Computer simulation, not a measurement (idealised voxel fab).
process module | voxel gate over fins
cross-section cut | 235 nm wide | cells 5 nm
A cross-section is a grid of square cells, given in bands from the top down. A band is one or more rows of cells.
Each band's line starts with the height of the band's top and of its bottom, in nm. Then come its materials from left to right, each with its width in nm. One material with "throughout" fills the band from edge to edge. "air" is empty space.
Height 0 is the level under which the wafer as received is all one material. The lowest band goes on downwards, as in "0 down".
A width such as "30 to 40" changes by the same amount from each row of cells to the next, from the band's top row to its bottom row.
"no change" after a step means that no cell of the cross-section changed.
closed voids: empty space of 8 cells or more with no open way to the top, each as width x height at its distance from the left edge, in nm
after a step's settings: what the simulator itself notes on the step
overlay nm, on a step with a mask: how far to the right of its planned place the mask lay; to the left if negative
plan
1 op RECEIVE | material Si
2 op CONFORMAL_DEP | material SiN | thk nm 10
3 op DIRECTIONAL_DEP | material aC | thk nm 15
4 op PATTERN | tone cover | mask id FINS | material resist | width nm 15 | pitch nm 45 | thk nm 35 | overlay nm 0
5 op DIRECTIONAL_ETCH | etch materials aC | depth nm 15
6 op STRIP | etch materials resist
7 op DIRECTIONAL_ETCH | etch materials SiN | depth nm 10
8 op DIRECTIONAL_ETCH | etch materials Si | depth nm 40
9 op STRIP | etch materials aC
10 op OXIDIZE | depth nm 5
11 op FILL_DEP | material SiO2 | thk nm 5
12 op CMP | height nm 10
13 op SELECTIVE_ETCH | etch materials SiO2 | depth nm 20
14 op STRIP | etch materials SiN
15 op CONFORMAL_DEP | material HfO2 | thk nm 5
16 op CONFORMAL_DEP | material TiN | thk nm 5
17 op FILL_DEP | material W | thk nm 10
18 op CMP | height nm 15
19 op CONFORMAL_DEP | material SiN | thk nm 10
first wafer, as planned
as received, after step 1
  0 down: Si throughout
  closed voids: none
after step 2
  10 to 0: SiN throughout
  below 0: unchanged
after step 3
  25 to 10: aC throughout
  below 10: unchanged
after step 4
  60 to 25: air 85 | resist 15 | air 30 | resist 15 | air 90
  below 25: unchanged
after step 5
  45 to 25: air 85 | resist 15 | air 30 | resist 15 | air 90
  25 to 10: air 85 | aC 15 | air 30 | aC 15 | air 90
  below 10: unchanged
after step 6
  25 to 10: air 85 | aC 15 | air 30 | aC 15 | air 90
  below 10: unchanged
after step 7
  25 to 10: air 85 | aC 15 | air 30 | aC 15 | air 90
  10 to 0: air 85 | SiN 15 | air 30 | SiN 15 | air 90
  below 0: unchanged
after step 8
  25 to 10: air 85 | aC 15 | air 30 | aC 15 | air 90
  10 to 0: air 85 | SiN 15 | air 30 | SiN 15 | air 90
  0 to -40: air 85 | Si 15 | air 30 | Si 15 | air 90
  below -40: unchanged
after step 9
  10 to 0: air 85 | SiN 15 | air 30 | SiN 15 | air 90
  below 0: unchanged
after step 10
  10 to 0: air 85 | SiN 15 | air 30 | SiN 15 | air 90
  0 to -40: air 85 | SiO2 5 | Si 5 | SiO2 5 | air 30 | SiO2 5 | Si 5 | SiO2 5 | air 90
  -40 to -45: SiO2 90 | Si 5 | SiO2 40 | Si 5 | SiO2 95
  below -45: unchanged
after step 11
  15 to 10: SiO2 throughout
  10 to 0: SiO2 85 | SiN 15 | SiO2 30 | SiN 15 | SiO2 90
  0 to -45: SiO2 90 | Si 5 | SiO2 40 | Si 5 | SiO2 95
  below -45: unchanged
after step 12
  10 to 0: SiO2 85 | SiN 15 | SiO2 30 | SiN 15 | SiO2 90
  below 0: unchanged
after step 13
  10 to 0: air 85 | SiN 15 | air 30 | SiN 15 | air 90
  0 to -10: air 90 | Si 5 | air 40 | Si 5 | air 95
  below -10: unchanged
after step 14
  0 to -10: air 90 | Si 5 | air 40 | Si 5 | air 95
  below -10: unchanged
after step 15
  5 to 0: air 85 | HfO2 15 | air 30 | HfO2 15 | air 90
  0 to -5: air 85 | HfO2 5 | Si 5 | HfO2 5 | air 30 | HfO2 5 | Si 5 | HfO2 5 | air 90
  -5 to -10: HfO2 90 | Si 5 | HfO2 40 | Si 5 | HfO2 95
  below -10: unchanged
after step 16
  10 to 5: air 80 | TiN 25 | air 20 | TiN 25 | air 85
  5 to 0: air 80 | TiN 5 | HfO2 15 | TiN 5 | air 20 | TiN 5 | HfO2 15 | TiN 5 | air 85
  0 to -5: TiN 85 | HfO2 5 | Si 5 | HfO2 5 | TiN 30 | HfO2 5 | Si 5 | HfO2 5 | TiN 90
  below -5: unchanged
after step 17
  20 to 10: W throughout
  10 to 5: W 80 | TiN 25 | W 20 | TiN 25 | W 85
  5 to 0: W 80 | TiN 5 | HfO2 15 | TiN 5 | W 20 | TiN 5 | HfO2 15 | TiN 5 | W 85
  below 0: unchanged
after step 18
  15 to 10: W throughout
  below 10: unchanged
after step 19
  25 to 15: SiN throughout
  below 15: unchanged
second wafer: like start, like plan, one mistake. Through step 10 it matches the first wafer
when step 11 should have ended
  15 to 10: TiN throughout
  10 to 0: TiN 85 | SiN 15 | TiN 30 | SiN 15 | TiN 90
  0 to -40: TiN 85 | SiO2 5 | Si 5 | SiO2 5 | TiN 30 | SiO2 5 | Si 5 | SiO2 5 | TiN 90
  below -40: unchanged
when step 12 should have ended
  10 to 0: TiN 85 | SiN 15 | TiN 30 | SiN 15 | TiN 90
  below 0: unchanged
when step 13 should have ended: no change
when step 14 should have ended
  10 to 0: TiN 85 | air 15 | TiN 30 | air 15 | TiN 90
  below 0: unchanged
when step 15 should have ended
  15 to 10: HfO2 90 | air 5 | HfO2 40 | air 5 | HfO2 95
  10 to 5: TiN 85 | HfO2 5 | air 5 | HfO2 5 | TiN 30 | HfO2 5 | air 5 | HfO2 5 | TiN 90
  5 to 0: TiN 85 | HfO2 15 | TiN 30 | HfO2 15 | TiN 90
  below 0: unchanged
when step 16 should have ended
  20 to 15: TiN throughout
  15 to 10: HfO2 90 | TiN 5 | HfO2 40 | TiN 5 | HfO2 95
  10 to 5: TiN 85 | HfO2 5 | TiN 5 | HfO2 5 | TiN 30 | HfO2 5 | TiN 5 | HfO2 5 | TiN 90
  below 5: unchanged
when step 17 should have ended
  30 to 20: W throughout
  below 20: unchanged
when step 18 should have ended
  15 to 10: HfO2 90 | TiN 5 | HfO2 40 | TiN 5 | HfO2 95
  below 10: unchanged
when step 19 should have ended
  25 to 15: SiN throughout
  below 15: unchanged
what went wrong: step 11 ran as: op FILL_DEP | material TiN | thk nm 5
at the end the second wafer has, in cells: 238 fewer of SiO2 | 359 more of TiN | 121 fewer of W
